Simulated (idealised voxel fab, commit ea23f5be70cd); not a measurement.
Process module heading - voxel double patterning
210 nm wide, 5 nm square cells: that's cross-section cut.
Cross-section layout: square cells on a grid; listed as bands, top to bottom; a band spans one or more cell rows. Heights first: top, then bottom, in nm. Then materials, left to right, each with a width in nm. "throughout" on a single material: fills the band edge to edge. "air": empty space. Heights are reckoned from 0. Under this level, the received wafer is all of one material. The bottommost band is open-ended downward, for example "from 0 down". A width given as "30->40" starts at the first number in the band's top row and ends at the second number in its bottom row, shifting by an equal amount at every step from row to row. When a step is marked "left unchanged", none of the cells in the cross-section changed during that step. Look at "Fully sealed voids" for the closed voids: empty spaces with no open path to the top, sized 8 cells or up. Each is width x height at distance, distance from the left edge, all nm. Where a step's line continues beyond its settings, the continuation is a remark by the simulator itself on that step. The setting "overlay nm" may be written on the line of a step. When the step uses a mask, the value reports how far to the right of the planned place the mask lay, and a negative value reports that it lay to the left.

[So here's the lineup of process steps we planned]
1,RECEIVE: material Si
2,CONFORMAL_DEP: material SiO2, thk nm 5
3,DIRECTIONAL_DEP: material W, thk nm 10
4,DIRECTIONAL_DEP: material SiN, thk nm 10
5,MASKED_ETCH: tone open, mask id FIRST, width nm 15, pitch nm 50, etch materials SiN, depth nm 10, overlay nm 0
6,MASKED_ETCH: tone open, mask id SECOND, width nm 15, etch materials SiN, depth nm 10, overlay nm 0
7,DIRECTIONAL_ETCH: etch materials W, depth nm 10
8,STRIP: etch materials SiN

[As received (post step 1): cross-section]
    from 0 down = Si throughout
    Fully sealed voids: none

[End-of-module cross-section of the first of two wafers, processed as planned]
    from 15 to 5 = W (70), air (15), W (10), air (15), W (10), air (15), W (75)
    from 5 to 0 = SiO2 throughout
    from 0 down = Si throughout
    Fully sealed voids: none

[Now the second wafer, cross-sectioned at the end of the module. Nothing different at the start, nothing different in the plan compared with the first, just one mistake when it was actually run]
    from 15 to 5 = W (70), air (15), W (10), air (15), W (10), air (15), W (75)
    from 5 to 0 = W throughout
    from 0 down = Si throughout
    Fully sealed voids: none
What was done differently from what was planned? off-plan run, step 2, actual operation and settings CONFORMAL_DEP: material W, thk nm 5
It is noted that, at the conclusion of processing, the second wafer exhibits a higher or lower cell count for certain materials relative to the first: 42 fewer of SiO2, 42 more of W
